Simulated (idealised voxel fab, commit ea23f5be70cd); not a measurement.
This section sets out a process module, namely voxel self aligned contacts.
It is cross-section cut that appears here, measuring 170 nm in width, its square cells being 5 nm in size.
This document writes a cross-section as a grid whose cells are square, and gives it as bands, listed from the top down; one or more rows of cells form a band.
It is stipulated that each band's entry specify, in nanometres, the height of the top of the band and then that of its bottom, followed by the materials of the band in left-to-right sequence, each together with its width in nanometres. A single material marked by the word "all across" is understood to fill the band from edge to edge; the word "empty" is understood to denote empty space.
Heights from 0 (as-received wafer is one material below). Bottom band endless downward, as "0 down".
A width such as "30->40" changes by the same amount from each row of cells to the next, from the band's top row to its bottom row.
The designation "no modifications", where it is given for a processing step, indicates that no cell of the cross-section was altered in the course of that step.
Look at "Sealed cavities" for the closed voids: empty spaces with no open path to the top, sized 8 cells or up. Each is width x height at distance, distance from the left edge, all nm.
Note: text after step settings on the step line = simulator remark on that step.
overlay nm: how far to the right of its planned place the mask lay on this masked step (negative: to the left).
The following list gives the planned process steps:
step 1: RECEIVE with material Si
step 2: OXIDIZE with depth nm 5
step 3: DIRECTIONAL_DEP with material polySi, thk nm 20
step 4: DIRECTIONAL_DEP with material SiN, thk nm 15
step 5: DIRECTIONAL_DEP with material aC, thk nm 10
step 6: PATTERN with tone cover, mask id GATE, material resist, width nm 35, pitch nm 65, thk nm 25, overlay nm 0
step 7: DIRECTIONAL_ETCH with etch materials aC, depth nm 10
step 8: STRIP with etch materials resist
step 9: DIRECTIONAL_ETCH with etch materials SiN, depth nm 5
step 10: DIRECTIONAL_ETCH with etch materials polySi, depth nm 20
step 11: STRIP with etch materials aC
step 12: CONFORMAL_DEP with material SiN, thk nm 5
step 13: DIRECTIONAL_ETCH with etch materials SiN, depth nm 5
step 14: FILL_DEP with material SiO2, thk nm 15
step 15: CMP with height nm 40
step 16: DIRECTIONAL_DEP with material aC, thk nm 15
step 17: PATTERN with tone open, mask id CONTACT, material resist, width nm 50, thk nm 30, overlay nm 0
step 18: DIRECTIONAL_ETCH with etch materials aC, depth nm 15
step 19: STRIP with etch materials resist
step 20: DIRECTIONAL_ETCH with etch materials SiO2, depth nm 45
step 21: STRIP with etch materials aC
step 22: CONFORMAL_DEP with material TiN, thk nm 5
step 23: FILL_DEP with material W, thk nm 10
step 24: CMP with height nm 40
step 25: CONFORMAL_DEP with material SiCN, thk nm 5
All wafers enter the flow in the same state. The depth nm at step 9 differs from wafer to wafer, and the plan gives the value for the first wafer.
As-received state after step 1, first of several wafers, cross-section:
0 down: Si all across
Sealed cavities: none
Where each wafer stands at the end of the module, a row apiece: cells of each material gained (+) or lost (-) since it was received, then closed voids:
depth nm 5; -34 Si; +34 SiCN; +86 SiN; +70 SiO2; +12 TiN; +2 W; +136 polySi; Sealed cavities: none
depth nm 10; -34 Si; +34 SiCN; +70 SiN; +82 SiO2; +14 TiN; +4 W; +136 polySi; Sealed cavities: none
depth nm 15; -34 Si; +34 SiCN; +70 SiN; +138 SiO2; +26 TiN; +16 W; +56 polySi; Sealed cavities: none
depth nm 20; -34 Si; +34 SiCN; +70 SiN; +138 SiO2; +26 TiN; +16 W; +56 polySi; Sealed cavities: none
depth nm 25; -34 Si; +34 SiCN; +70 SiN; +138 SiO2; +26 TiN; +16 W; +56 polySi; Sealed cavities: none
depth nm 30; -34 Si; +34 SiCN; +70 SiN; +138 SiO2; +26 TiN; +16 W; +56 polySi; Sealed cavities: none
